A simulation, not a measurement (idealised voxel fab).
process module | voxel double patterning
cross-section cut | 245 nm wide | cells 5 nm
A cross-section is a grid of square cells, given in bands from the top down. A band is one or more rows of cells.
Each band's line starts with the height of the band's top and of its bottom, in nm. Then come its materials from left to right, each with its width in nm. One material with "throughout" fills the band from edge to edge. "air" is empty space.
Height 0 is the level under which the wafer as received is all one material. The lowest band goes on downwards, as in "0 down".
A width such as "30 to 40" changes by the same amount from each row of cells to the next, from the band's top row to its bottom row.
"no change" after a step means that no cell of the cross-section changed.
closed voids: empty space of 8 cells or more with no open way to the top, each as width x height at its distance from the left edge, in nm
after a step's settings: what the simulator itself notes on the step
overlay nm, on a step with a mask: how far to the right of its planned place the mask lay; to the left if negative
plan
1 op RECEIVE | material Si
2 op CONFORMAL_DEP | material SiO2 | thk nm 10
3 op DIRECTIONAL_DEP | material W | thk nm 10
4 op DIRECTIONAL_DEP | material SiN | thk nm 10
5 op DIRECTIONAL_DEP | material aC | thk nm 10
6 op PATTERN | tone open | mask id FIRST | material resist | width nm 15 | pitch nm 50 | thk nm 25 | overlay nm 0
7 op DIRECTIONAL_ETCH | etch materials aC | depth nm 10
8 op STRIP | etch materials resist
9 op DIRECTIONAL_ETCH | etch materials SiN | depth nm 10
10 op STRIP | etch materials aC
11 op MASKED_ETCH | tone open | mask id SECOND | width nm 15 | etch materials SiN | depth nm 10 | overlay nm 0
12 op DIRECTIONAL_ETCH | etch materials W | depth nm 10
13 op STRIP | etch materials SiN
as received, after step 1
  0 down: Si throughout
  closed voids: none
a wafer at the end: this start, this plan, one mistake
  10 to 0: W 90 | air 15 | W 10 | air 15 | W 10 | air 15 | W 90
  0 down: Si throughout
  closed voids: none
what went wrong: step 2 was left out
